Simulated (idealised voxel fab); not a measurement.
Herein follows the process module entitled voxel self aligned vias.
It is cross-section cut that appears here, measuring 250 nm in width, its square cells being 5 nm in size.
For the purposes of this document, a cross-section shall be understood as a grid of square cells, specified as bands listed in top-to-bottom order, each band consisting of one or more rows of cells. Band: top height; bottom height; in nm. Then, left to right: material with width in nm, for each material. "full width": a single material spanning edge to edge. "blank": empty space. A quick word on heights: they are counted from 0, and under that level the wafer as it came to us is one material throughout. The lowest band is different from the rest in having no bottom; it simply continues downward, written as in "top 0, no bottom". With a width like "30..40", each row of cells in the band differs from the next by the same amount, the top row carrying the first number and the bottom row the second. The designation "left unchanged", where it is given for a processing step, indicates that no cell of the cross-section was altered in the course of that step. Empty spaces without an open route to the top, at least 8 cells in extent, make up the entry "Closed void listing"; each is given as width x height at distance, where the distance is measured from the left edge, and all are in nm. On each step's line, the part that comes after the settings is the simulator's own comment on the step. If you see "overlay nm" on a step's line and that step has a mask, it's telling you how far right of where it was planned the mask ended up; a negative number means it went left instead.
**So here's the lineup of process steps we planned**
| 1 | op RECEIVE | material Si |
| 2 | op CONFORMAL_DEP | material SiO2 | thk nm 10 |
| 3 | op CONFORMAL_DEP | material SiCN | thk nm 5 |
| 4 | op DIRECTIONAL_DEP | material lowk | thk nm 30 |
| 5 | op DIRECTIONAL_DEP | material aC | thk nm 10 |
| 6 | op PATTERN | tone open | mask id LINES | material resist | width nm 20 | pitch nm 70 | thk nm 25 | overlay nm 0 |
| 7 | op DIRECTIONAL_ETCH | etch materials aC | depth nm 10 |
| 8 | op STRIP | etch materials resist |
| 9 | op DIRECTIONAL_ETCH | etch materials lowk | depth nm 30 |
| 10 | op STRIP | etch materials aC |
| 11 | op CONFORMAL_DEP | material TiN | thk nm 5 |
| 12 | op FILL_DEP | material Ru | thk nm 10 |
| 13 | op CMP | height nm 45 |
| 14 | op SELECTIVE_ETCH | etch materials W Ru TiN | depth nm 10 |
| 15 | op FILL_DEP | material SiN | thk nm 10 |
| 16 | op CMP | height nm 45 |
| 17 | op DIRECTIONAL_DEP | material lowk | thk nm 15 |
| 18 | op DIRECTIONAL_DEP | material aC | thk nm 10 |
| 19 | op PATTERN | tone open | mask id VIAS | material resist | width nm 40 | pitch nm 70 | thk nm 25 | overlay nm 0 |
| 20 | op DIRECTIONAL_ETCH | etch materials aC | depth nm 10 |
| 21 | op STRIP | etch materials resist |
| 22 | op DIRECTIONAL_ETCH | etch materials lowk | depth nm 15 |
| 23 | op DIRECTIONAL_ETCH | etch materials SiN | depth nm 10 |
| 24 | op STRIP | etch materials aC |
| 25 | op CONFORMAL_DEP | material TiN | thk nm 5 |
| 26 | op FILL_DEP | material Ru | thk nm 5 |
| 27 | op CMP | height nm 60 |
| 28 | op CONFORMAL_DEP | material SiCN | thk nm 5 |
**What follows covers the first of two wafers; it ran as planned**
**Received-state cross-section, reflecting completion of step 1**
	top 0, no bottom  Si full width
	Closed void listing: none
**Take a look at the wafer's cross-section after step 2**
	top 10, bottom 0  SiO2 full width
	Below 0, no change.
**Take a look at the wafer's cross-section after step 3**
	top 15, bottom 10  SiCN full width
	Below 10, no change.
**Take a look at the wafer's cross-section after step 4**
	top 45, bottom 15  lowk full width
	Below 15, no change.
**Take a look at the wafer's cross-section after step 5**
	top 55, bottom 45  aC full width
	Below 45, no change.
**Take a look at the wafer's cross-section after step 6**
	top 80, bottom 55  resist (80)  blank (20)  resist (50)  blank (20)  resist (80)
	Below 55, no change.
**Take a look at the wafer's cross-section after step 7**
	top 70, bottom 55  resist (80)  blank (20)  resist (50)  blank (20)  resist (80)
	top 55, bottom 45  aC (80)  blank (20)  aC (50)  blank (20)  aC (80)
	Below 45, no change.
**Take a look at the wafer's cross-section after step 8**
	top 55, bottom 45  aC (80)  blank (20)  aC (50)  blank (20)  aC (80)
	Below 45, no change.
**Take a look at the wafer's cross-section after step 9**
	top 55, bottom 45  aC (80)  blank (20)  aC (50)  blank (20)  aC (80)
	top 45, bottom 15  lowk (80)  blank (20)  lowk (50)  blank (20)  lowk (80)
	Below 15, no change.
**Take a look at the wafer's cross-section after step 10**
	top 45, bottom 15  lowk (80)  blank (20)  lowk (50)  blank (20)  lowk (80)
	Below 15, no change.
**Take a look at the wafer's cross-section after step 11**
	top 50, bottom 45  TiN (85)  blank (10)  TiN (60)  blank (10)  TiN (85)
	top 45, bottom 20  lowk (80)  TiN (5)  blank (10)  TiN (5)  lowk (50)  TiN (5)  blank (10)  TiN (5)  lowk (80)
	top 20, bottom 15  lowk (80)  TiN (20)  lowk (50)  TiN (20)  lowk (80)
	Below 15, no change.
**Take a look at the wafer's cross-section after step 12**
	top 60, bottom 50  Ru full width
	top 50, bottom 45  TiN (85)  Ru (10)  TiN (60)  Ru (10)  TiN (85)
	top 45, bottom 20  lowk (80)  TiN (5)  Ru (10)  TiN (5)  lowk (50)  TiN (5)  Ru (10)  TiN (5)  lowk (80)
	Below 20, no change.
**Take a look at the wafer's cross-section after step 13**
	top 45, bottom 20  lowk (80)  TiN (5)  Ru (10)  TiN (5)  lowk (50)  TiN (5)  Ru (10)  TiN (5)  lowk (80)
	Below 20, no change.
**Take a look at the wafer's cross-section after step 14**
	top 45, bottom 35  lowk (80)  blank (20)  lowk (50)  blank (20)  lowk (80)
	Below 35, no change.
**Take a look at the wafer's cross-section after step 15**
	top 55, bottom 45  SiN full width
	top 45, bottom 35  lowk (80)  SiN (20)  lowk (50)  SiN (20)  lowk (80)
	Below 35, no change.
**Take a look at the wafer's cross-section after step 16**
	top 45, bottom 35  lowk (80)  SiN (20)  lowk (50)  SiN (20)  lowk (80)
	Below 35, no change.
**Take a look at the wafer's cross-section after step 17**
	top 60, bottom 45  lowk full width
	Below 45, no change.
**Take a look at the wafer's cross-section after step 18**
	top 70, bottom 60  aC full width
	Below 60, no change.
**Take a look at the wafer's cross-section after step 19**
	top 95, bottom 70  resist (70)  blank (40)  resist (30)  blank (40)  resist (70)
	Below 70, no change.
**Take a look at the wafer's cross-section after step 20**
	top 85, bottom 70  resist (70)  blank (40)  resist (30)  blank (40)  resist (70)
	top 70, bottom 60  aC (70)  blank (40)  aC (30)  blank (40)  aC (70)
	Below 60, no change.
**Take a look at the wafer's cross-section after step 21**
	top 70, bottom 60  aC (70)  blank (40)  aC (30)  blank (40)  aC (70)
	Below 60, no change.
**Take a look at the wafer's cross-section after step 22**
	top 70, bottom 60  aC (70)  blank (40)  aC (30)  blank (40)  aC (70)
	top 60, bottom 45  lowk (70)  blank (40)  lowk (30)  blank (40)  lowk (70)
	Below 45, no change.
**Take a look at the wafer's cross-section after step 23**
	top 70, bottom 60  aC (70)  blank (40)  aC (30)  blank (40)  aC (70)
	top 60, bottom 45  lowk (70)  blank (40)  lowk (30)  blank (40)  lowk (70)
	top 45, bottom 35  lowk (80)  blank (20)  lowk (50)  blank (20)  lowk (80)
	Below 35, no change.
**Take a look at the wafer's cross-section after step 24**
	top 60, bottom 45  lowk (70)  blank (40)  lowk (30)  blank (40)  lowk (70)
	Below 45, no change.
**Take a look at the wafer's cross-section after step 25**
	top 65, bottom 60  TiN (75)  blank (30)  TiN (40)  blank (30)  TiN (75)
	top 60, bottom 50  lowk (70)  TiN (5)  blank (30)  TiN (5)  lowk (30)  TiN (5)  blank (30)  TiN (5)  lowk (70)
	top 50, bottom 40  lowk (70..80)  TiN (15..5)  blank (10)  TiN (15..5)  lowk (30..50)  TiN (15..5)  blank (10)  TiN (15..5)  lowk (70..80)
	top 40, bottom 35  lowk (80)  TiN (20)  lowk (50)  TiN (20)  lowk (80)
	Below 35, no change.
**Take a look at the wafer's cross-section after step 26**
	top 70, bottom 65  Ru full width
	top 65, bottom 60  TiN (75)  Ru (30)  TiN (40)  Ru (30)  TiN (75)
	top 60, bottom 50  lowk (70)  TiN (5)  Ru (30)  TiN (5)  lowk (30)  TiN (5)  Ru (30)  TiN (5)  lowk (70)
	top 50, bottom 40  lowk (70..80)  TiN (15..5)  Ru (10)  TiN (15..5)  lowk (30..50)  TiN (15..5)  Ru (10)  TiN (15..5)  lowk (70..80)
	Below 40, no change.
**Take a look at the wafer's cross-section after step 27**
	top 60, bottom 50  lowk (70)  TiN (5)  Ru (30)  TiN (5)  lowk (30)  TiN (5)  Ru (30)  TiN (5)  lowk (70)
	Below 50, no change.
**Take a look at the wafer's cross-section after step 28**
	top 65, bottom 60  SiCN full width
	Below 60, no change.
**Second wafer, same starting state and plan as the first, one mistake in the run, identical through step 18**
**Cross-sectional representation of the second wafer at the time designated in the plan for the completion of step 19**
	top 95, bottom 70  blank (70)  resist (40)  blank (30)  resist (40)  blank (70)
	Below 70, no change.
**Cross-sectional representation of the second wafer at the time designated in the plan for the completion of step 20**
	top 85, bottom 70  blank (70)  resist (40)  blank (30)  resist (40)  blank (70)
	top 70, bottom 60  blank (70)  aC (40)  blank (30)  aC (40)  blank (70)
	Below 60, no change.
**Cross-sectional representation of the second wafer at the time designated in the plan for the completion of step 21**
	top 70, bottom 60  blank (70)  aC (40)  blank (30)  aC (40)  blank (70)
	Below 60, no change.
**Cross-sectional representation of the second wafer at the time designated in the plan for the completion of step 22**
	top 70, bottom 60  blank (70)  aC (40)  blank (30)  aC (40)  blank (70)
	top 60, bottom 45  blank (70)  lowk (40)  blank (30)  lowk (40)  blank (70)
	Below 45, no change.
Cross-sectional representation of the second wafer at the time designated in the plan for the completion of step 23: left unchanged
**Cross-sectional representation of the second wafer at the time designated in the plan for the completion of step 24**
	top 60, bottom 45  blank (70)  lowk (40)  blank (30)  lowk (40)  blank (70)
	Below 45, no change.
**Cross-sectional representation of the second wafer at the time designated in the plan for the completion of step 25**
	top 65, bottom 60  blank (65)  TiN (50)  blank (20)  TiN (50)  blank (65)
	top 60, bottom 50  blank (65)  TiN (5)  lowk (40)  TiN (5)  blank (20)  TiN (5)  lowk (40)  TiN (5)  blank (65)
	top 50, bottom 45  TiN (70)  lowk (40)  TiN (30)  lowk (40)  TiN (70)
	Below 45, no change.
**Cross-sectional representation of the second wafer at the time designated in the plan for the completion of step 26**
	top 70, bottom 65  Ru full width
	top 65, bottom 60  Ru (65)  TiN (50)  Ru (20)  TiN (50)  Ru (65)
	top 60, bottom 50  Ru (65)  TiN (5)  lowk (40)  TiN (5)  Ru (20)  TiN (5)  lowk (40)  TiN (5)  Ru (65)
	Below 50, no change.
**Cross-sectional representation of the second wafer at the time designated in the plan for the completion of step 27**
	top 60, bottom 50  Ru (65)  TiN (5)  lowk (40)  TiN (5)  Ru (20)  TiN (5)  lowk (40)  TiN (5)  Ru (65)
	Below 50, no change.
**Cross-sectional representation of the second wafer at the time designated in the plan for the completion of step 28**
	top 65, bottom 60  SiCN full width
	Below 60, no change.
Run error: off-plan run, step 19, actual operation and settings op PATTERN | tone cover | mask id VIAS | material resist | width nm 40 | pitch nm 70 | thk nm 25 | overlay nm 0
In the final state, the cell counts of the second wafer exceed or fall short of those of the first for the following materials: Ru +28, SiN +16, TiN +10, lowk -54
